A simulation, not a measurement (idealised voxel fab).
process module | voxel self aligned vias
cross-section cut | 255 nm wide | cells 5 nm
A cross-section is a grid of square cells, given in bands from the top down. A band is one or more rows of cells.
Each band's line starts with the height of the band's top and of its bottom, in nm. Then come its materials from left to right, each with its width in nm. One material with "throughout" fills the band from edge to edge. "air" is empty space.
Height 0 is the level under which the wafer as received is all one material. The lowest band goes on downwards, as in "0 down".
A width such as "30 to 40" changes by the same amount from each row of cells to the next, from the band's top row to its bottom row.
"no change" after a step means that no cell of the cross-section changed.
closed voids: empty space of 8 cells or more with no open way to the top, each as width x height at its distance from the left edge, in nm
after a step's settings: what the simulator itself notes on the step
overlay nm, on a step with a mask: how far to the right of its planned place the mask lay; to the left if negative
plan
1 op RECEIVE | material Si
2 op CONFORMAL_DEP | material SiO2 | thk nm 15
3 op CONFORMAL_DEP | material SiCN | thk nm 5
4 op DIRECTIONAL_DEP | material SiO2 | thk nm 25
5 op PATTERN | tone open | mask id LINES | material resist | width nm 15 | pitch nm 65 | thk nm 20 | overlay nm 0
6 op DIRECTIONAL_ETCH | etch materials SiO2 | depth nm 25
7 op STRIP | etch materials resist
8 op CONFORMAL_DEP | material TiN | thk nm 5
9 op FILL_DEP | material W | thk nm 10
10 op CMP | height nm 45
11 op SELECTIVE_ETCH | etch materials W Ru TiN | depth nm 5
12 op FILL_DEP | material SiN | thk nm 10
13 op CMP | height nm 45
14 op DIRECTIONAL_DEP | material SiO2 | thk nm 20
15 op DIRECTIONAL_DEP | material aC | thk nm 15
16 op PATTERN | tone open | mask id VIAS | material resist | width nm 45 | pitch nm 65 | thk nm 30 | overlay nm 0
17 op DIRECTIONAL_ETCH | etch materials aC | depth nm 15
18 op STRIP | etch materials resist
19 op DIRECTIONAL_ETCH | etch materials SiO2 | depth nm 20
20 op DIRECTIONAL_ETCH | etch materials SiN | depth nm 5
21 op STRIP | etch materials aC
22 op CONFORMAL_DEP | material TiN | thk nm 5
23 op FILL_DEP | material W | thk nm 5
24 op CMP | height nm 65
25 op CONFORMAL_DEP | material SiN | thk nm 5
varied across the wafers: width nm of step 5. The plan shows the first wafer's value. All wafers start alike
first wafer as received, after step 1
  0 down: Si throughout
  closed voids: none
first wafer at the end, after step 25
  70 to 65: SiN throughout
  65 to 50: SiO2 40 | TiN 5 | W 35 | TiN 5 | SiO2 20 | TiN 5 | W 35 | TiN 5 | SiO2 20 | TiN 5 | W 35 | TiN 5 | SiO2 40
  50 to 45: SiO2 40 | TiN 20 | W 5 | TiN 20 | SiO2 20 | TiN 20 | W 5 | TiN 20 | SiO2 20 | TiN 20 | W 5 | TiN 20 | SiO2 40
  45 to 40: SiO2 55 | TiN 15 | SiO2 50 | TiN 15 | SiO2 50 | TiN 15 | SiO2 55
  40 to 25: SiO2 55 | TiN 5 | W 5 | TiN 5 | SiO2 50 | TiN 5 | W 5 | TiN 5 | SiO2 50 | TiN 5 | W 5 | TiN 5 | SiO2 55
  25 to 20: SiO2 55 | TiN 15 | SiO2 50 | TiN 15 | SiO2 50 | TiN 15 | SiO2 55
  20 to 15: SiCN throughout
  15 to 0: SiO2 throughout
  0 down: Si throughout
  closed voids: none
last wafer at the end
  70 to 65: SiN throughout
  65 to 50: SiO2 40 | TiN 5 | W 35 | TiN 5 | SiO2 20 | TiN 5 | W 35 | TiN 5 | SiO2 20 | TiN 5 | W 35 | TiN 5 | SiO2 40
  50 to 45: SiO2 40 | TiN 10 | W 30 | TiN 5 | SiO2 20 | TiN 10 | W 30 | TiN 5 | SiO2 20 | TiN 10 | W 30 | TiN 5 | SiO2 40
  45 to 40: SiO2 45 | TiN 40 | SiO2 25 | TiN 40 | SiO2 25 | TiN 40 | SiO2 40
  40 to 25: SiO2 45 | TiN 5 | W 30 | TiN 5 | SiO2 25 | TiN 5 | W 30 | TiN 5 | SiO2 25 | TiN 5 | W 30 | TiN 5 | SiO2 40
  25 to 20: SiO2 45 | TiN 40 | SiO2 25 | TiN 40 | SiO2 25 | TiN 40 | SiO2 40
  20 to 15: SiCN throughout
  15 to 0: SiO2 throughout
  0 down: Si throughout
  closed voids: none
each wafer at the end: cells of each material gained (+) or lost (-) since it was received, then its closed voids
width nm 15 | +51 SiCN | +51 SiN | +459 SiO2 | +78 TiN | +75 W | closed voids: none
width nm 20 | +51 SiCN | +51 SiN | +444 SiO2 | +81 TiN | +87 W | closed voids: none
width nm 25 | +51 SiCN | +51 SiN | +429 SiO2 | +84 TiN | +99 W | closed voids: none
width nm 30 | +51 SiCN | +51 SiN | +414 SiO2 | +87 TiN | +111 W | closed voids: none
width nm 35 | +51 SiCN | +51 SiN | +399 SiO2 | +90 TiN | +123 W | closed voids: none
width nm 40 | +51 SiCN | +51 SiN | +384 SiO2 | +93 TiN | +135 W | closed voids: none
